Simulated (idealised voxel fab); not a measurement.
Documented hereafter: the process module known as voxel fin reveal.
The cross-section on display is named cut; it measures 225 nm wide, and its cells are 5 nm squares.
A cross-section is written here as square cells arranged in a grid, and it is given in bands from the top down, each band taking up one or more rows of cells. In this notation a band is specified by the heights of its top and bottom, in that order and in nm, after which its materials appear from left to right, each paired with its width in nm. The word "edge to edge" attached to a single material means that material fills the band from edge to edge; the word "empty" stands for empty space. Heads up on the height convention: 0 is the point under which the incoming wafer is all one material, and the lowest band has no bottom, it just keeps going down, like "from 0 down". Per-row width for "30..40": begins at first number (top row of band), ends at second number (bottom row), increment between rows held constant. "same as before" (step): cross-section cells unchanged, all of them. "Internal closed voids" lists enclosed empty spaces (at least 8 cells, no open path upward to the top), each as width x height at distance from the left edge, in nm. Heads up: the bit after the settings on a step's line is the simulator's remark on that step. If you see "overlay nm" on a step's line and that step has a mask, it's telling you how far right of where it was planned the mask ended up; a negative number means it went left instead.
## Steps planned for the process
1 RECEIVE | material Si
2 CONFORMAL_DEP | material SiN | thk nm 5
3 MASKED_ETCH | tone cover | mask id FINS | width nm 15 | pitch nm 35 | etch materials SiN | depth nm 5 | overlay nm 0
4 MASKED_ETCH | tone cover | mask id FINS | width nm 15 | pitch nm 35 | etch materials Si | depth nm 35 | overlay nm 0
5 FILL_DEP | material SiO2 | thk nm 5
6 CMP | height nm 5
7 SELECTIVE_ETCH | etch materials SiO2 | depth nm 30
8 STRIP | etch materials SiN
9 CONFORMAL_DEP | material SiO2 | thk nm 5
## So this is the incoming wafer in cross-section - it's already been through step 1
- from 0 down: Si edge to edge
- Internal closed voids: none
## Wafer cross-section at module end: first of two, run to plan
- from 5 to 0: 65 empty, 25 SiO2, 10 empty, 25 SiO2, 10 empty, 25 SiO2, 65 empty
- from 0 to -20: 65 empty, 5 SiO2, 15 Si, 5 SiO2, 10 empty, 5 SiO2, 15 Si, 5 SiO2, 10 empty, 5 SiO2, 15 Si, 5 SiO2, 65 empty
- from -20 to -35: 70 SiO2, 15 Si, 20 SiO2, 15 Si, 20 SiO2, 15 Si, 70 SiO2
- from -35 down: Si edge to edge
- Internal closed voids: none
## Wafer two, sectioned after the module: the first wafer's start, the first wafer's plan, and one mistake in how it was run
- from 5 to 0: 65 empty, 25 SiN, 10 empty, 25 SiN, 10 empty, 25 SiN, 65 empty
- from 0 to -20: 65 empty, 5 SiN, 15 Si, 5 SiN, 10 empty, 5 SiN, 15 Si, 5 SiN, 10 empty, 5 SiN, 15 Si, 5 SiN, 65 empty
- from -20 to -25: 70 SiN, 15 Si, 20 SiN, 15 Si, 20 SiN, 15 Si, 70 SiN
- from -25 to -35: 70 SiO2, 15 Si, 20 SiO2, 15 Si, 20 SiO2, 15 Si, 70 SiO2
- from -35 down: Si edge to edge
- Internal closed voids: none
What went wrong in running the wafer? contrary to plan, step 9 was performed as CONFORMAL_DEP | material SiN | thk nm 5
Materials where the second wafer ends with more or fewer cells than the first: +75 SiN; -75 SiO2
